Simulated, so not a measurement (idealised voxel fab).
process module | voxel air gaps
cross-section cut | 185 nm wide | cells 5 nm
A cross-section is a grid of square cells, given in bands from the top down. A band is one or more rows of cells.
Each band's line starts with the height of the band's top and of its bottom, in nm. Then come its materials from left to right, each with its width in nm. One material with "throughout" fills the band from edge to edge. "air" is empty space.
Height 0 is the level under which the wafer as received is all one material. The lowest band goes on downwards, as in "0 down".
A width such as "30 to 40" changes by the same amount from each row of cells to the next, from the band's top row to its bottom row.
"no change" after a step means that no cell of the cross-section changed.
closed voids: empty space of 8 cells or more with no open way to the top, each as width x height at its distance from the left edge, in nm
after a step's settings: what the simulator itself notes on the step
overlay nm, on a step with a mask: how far to the right of its planned place the mask lay; to the left if negative
plan
1 op RECEIVE | material Si
2 op CONFORMAL_DEP | material SiO2 | thk nm 15
3 op CONFORMAL_DEP | material SiN | thk nm 5
4 op DIRECTIONAL_DEP | material SiO2 | thk nm 40
5 op PATTERN | tone open | mask id LINES | material resist | width nm 25 | pitch nm 50 | thk nm 15 | overlay nm 0
6 op DIRECTIONAL_ETCH | etch materials SiO2 | depth nm 40
7 op STRIP | etch materials resist
8 op CONFORMAL_DEP | material TiN | thk nm 5
9 op FILL_DEP | material W | thk nm 10
10 op CMP | height nm 60
11 op EPI | material Ru | thk nm 10
12 op SELECTIVE_ETCH | etch materials SiO2 | depth nm 50
13 op CONFORMAL_DEP | material SiCN | thk nm 5
first wafer, as planned
as received, after step 1
  0 down: Si throughout
  closed voids: none
after step 2
  15 to 0: SiO2 throughout
  below 0: unchanged
after step 3
  20 to 15: SiN throughout
  below 15: unchanged
after step 4
  60 to 20: SiO2 throughout
  below 20: unchanged
after step 5
  75 to 60: resist 30 | air 25 | resist 25 | air 25 | resist 25 | air 25 | resist 30
  below 60: unchanged
after step 6
  75 to 60: resist 30 | air 25 | resist 25 | air 25 | resist 25 | air 25 | resist 30
  60 to 20: SiO2 30 | air 25 | SiO2 25 | air 25 | SiO2 25 | air 25 | SiO2 30
  below 20: unchanged
after step 7
  60 to 20: SiO2 30 | air 25 | SiO2 25 | air 25 | SiO2 25 | air 25 | SiO2 30
  below 20: unchanged
after step 8
  65 to 60: TiN 35 | air 15 | TiN 35 | air 15 | TiN 35 | air 15 | TiN 35
  60 to 25: SiO2 30 | TiN 5 | air 15 | TiN 5 | SiO2 25 | TiN 5 | air 15 | TiN 5 | SiO2 25 | TiN 5 | air 15 | TiN 5 | SiO2 30
  25 to 20: SiO2 30 | TiN 25 | SiO2 25 | TiN 25 | SiO2 25 | TiN 25 | SiO2 30
  below 20: unchanged
after step 9
  75 to 65: W throughout
  65 to 60: TiN 35 | W 15 | TiN 35 | W 15 | TiN 35 | W 15 | TiN 35
  60 to 25: SiO2 30 | TiN 5 | W 15 | TiN 5 | SiO2 25 | TiN 5 | W 15 | TiN 5 | SiO2 25 | TiN 5 | W 15 | TiN 5 | SiO2 30
  below 25: unchanged
after step 10
  60 to 25: SiO2 30 | TiN 5 | W 15 | TiN 5 | SiO2 25 | TiN 5 | W 15 | TiN 5 | SiO2 25 | TiN 5 | W 15 | TiN 5 | SiO2 30
  below 25: unchanged
after step 11
  70 to 60: air 20 | Ru 45 | air 5 | Ru 45 | air 5 | Ru 45 | air 20
  below 60: unchanged
after step 12
  70 to 60: air 20 | Ru 45 | air 5 | Ru 45 | air 5 | Ru 45 | air 20
  60 to 25: air 30 | TiN 5 | W 15 | TiN 5 | air 25 | TiN 5 | W 15 | TiN 5 | air 25 | TiN 5 | W 15 | TiN 5 | air 30
  25 to 20: air 30 | TiN 25 | air 25 | TiN 25 | air 25 | TiN 25 | air 30
  below 20: unchanged
after step 13
  75 to 70: air 15 | SiCN 155 | air 15
  70 to 60: air 15 | SiCN 5 | Ru 45 | SiCN 5 | Ru 45 | SiCN 5 | Ru 45 | SiCN 5 | air 15
  60 to 55: air 15 | SiCN 15 | TiN 5 | W 15 | TiN 5 | SiCN 25 | TiN 5 | W 15 | TiN 5 | SiCN 25 | TiN 5 | W 15 | TiN 5 | SiCN 15 | air 15
  55 to 25: air 25 | SiCN 5 | TiN 5 | W 15 | TiN 5 | SiCN 5 | air 15 | SiCN 5 | TiN 5 | W 15 | TiN 5 | SiCN 5 | air 15 | SiCN 5 | TiN 5 | W 15 | TiN 5 | SiCN 5 | air 25
  25 to 20: SiCN 30 | TiN 25 | SiCN 25 | TiN 25 | SiCN 25 | TiN 25 | SiCN 30
  below 20: unchanged
  closed voids: 15 x 30 at 60; 15 x 30 at 110
second wafer: like start, like plan, one mistake. Through step 1 it matches the first wafer
when step 2 should have ended
  5 to 0: SiN throughout
  below 0: unchanged
when step 3 should have ended
  20 to 5: SiO2 throughout
  below 5: unchanged
when step 4 should have ended
  60 to 5: SiO2 throughout
  below 5: unchanged
when step 5 should have ended
  75 to 60: resist 30 | air 25 | resist 25 | air 25 | resist 25 | air 25 | resist 30
  below 60: unchanged
when step 6 should have ended
  75 to 60: resist 30 | air 25 | resist 25 | air 25 | resist 25 | air 25 | resist 30
  60 to 20: SiO2 30 | air 25 | SiO2 25 | air 25 | SiO2 25 | air 25 | SiO2 30
  below 20: unchanged
when step 7 should have ended
  60 to 20: SiO2 30 | air 25 | SiO2 25 | air 25 | SiO2 25 | air 25 | SiO2 30
  below 20: unchanged
when step 8 should have ended
  65 to 60: TiN 35 | air 15 | TiN 35 | air 15 | TiN 35 | air 15 | TiN 35
  60 to 25: SiO2 30 | TiN 5 | air 15 | TiN 5 | SiO2 25 | TiN 5 | air 15 | TiN 5 | SiO2 25 | TiN 5 | air 15 | TiN 5 | SiO2 30
  25 to 20: SiO2 30 | TiN 25 | SiO2 25 | TiN 25 | SiO2 25 | TiN 25 | SiO2 30
  below 20: unchanged
when step 9 should have ended
  75 to 65: W throughout
  65 to 60: TiN 35 | W 15 | TiN 35 | W 15 | TiN 35 | W 15 | TiN 35
  60 to 25: SiO2 30 | TiN 5 | W 15 | TiN 5 | SiO2 25 | TiN 5 | W 15 | TiN 5 | SiO2 25 | TiN 5 | W 15 | TiN 5 | SiO2 30
  below 25: unchanged
when step 10 should have ended
  60 to 25: SiO2 30 | TiN 5 | W 15 | TiN 5 | SiO2 25 | TiN 5 | W 15 | TiN 5 | SiO2 25 | TiN 5 | W 15 | TiN 5 | SiO2 30
  below 25: unchanged
when step 11 should have ended
  70 to 60: air 20 | Ru 45 | air 5 | Ru 45 | air 5 | Ru 45 | air 20
  below 60: unchanged
when step 12 should have ended
  70 to 60: air 20 | Ru 45 | air 5 | Ru 45 | air 5 | Ru 45 | air 20
  60 to 25: air 30 | TiN 5 | W 15 | TiN 5 | air 25 | TiN 5 | W 15 | TiN 5 | air 25 | TiN 5 | W 15 | TiN 5 | air 30
  25 to 20: air 30 | TiN 25 | air 25 | TiN 25 | air 25 | TiN 25 | air 30
  20 to 10: air 40 | SiO2 5 | air 45 | SiO2 5 | air 45 | SiO2 5 | air 40
  below 10: unchanged
when step 13 should have ended
  75 to 70: air 15 | SiCN 155 | air 15
  70 to 60: air 15 | SiCN 5 | Ru 45 | SiCN 5 | Ru 45 | SiCN 5 | Ru 45 | SiCN 5 | air 15
  60 to 55: air 15 | SiCN 15 | TiN 5 | W 15 | TiN 5 | SiCN 25 | TiN 5 | W 15 | TiN 5 | SiCN 25 | TiN 5 | W 15 | TiN 5 | SiCN 15 | air 15
  55 to 25: air 25 | SiCN 5 | TiN 5 | W 15 | TiN 5 | SiCN 5 | air 15 | SiCN 5 | TiN 5 | W 15 | TiN 5 | SiCN 5 | air 15 | SiCN 5 | TiN 5 | W 15 | TiN 5 | SiCN 5 | air 25
  25 to 20: air 25 | SiCN 5 | TiN 25 | SiCN 5 | air 15 | SiCN 5 | TiN 25 | SiCN 5 | air 15 | SiCN 5 | TiN 25 | SiCN 5 | air 25
  20 to 15: air 25 | SiCN 15 | SiO2 5 | SiCN 15 | air 15 | SiCN 15 | SiO2 5 | SiCN 15 | air 15 | SiCN 15 | SiO2 5 | SiCN 15 | air 25
  15 to 10: SiCN 40 | SiO2 5 | SiCN 45 | SiO2 5 | SiCN 45 | SiO2 5 | SiCN 40
  below 10: unchanged
  closed voids: 15 x 40 at 60; 15 x 40 at 110
what went wrong: steps 2 and 3 were swapped
at the end the second wafer has, in cells: 36 more of SiCN | 68 fewer of SiO2
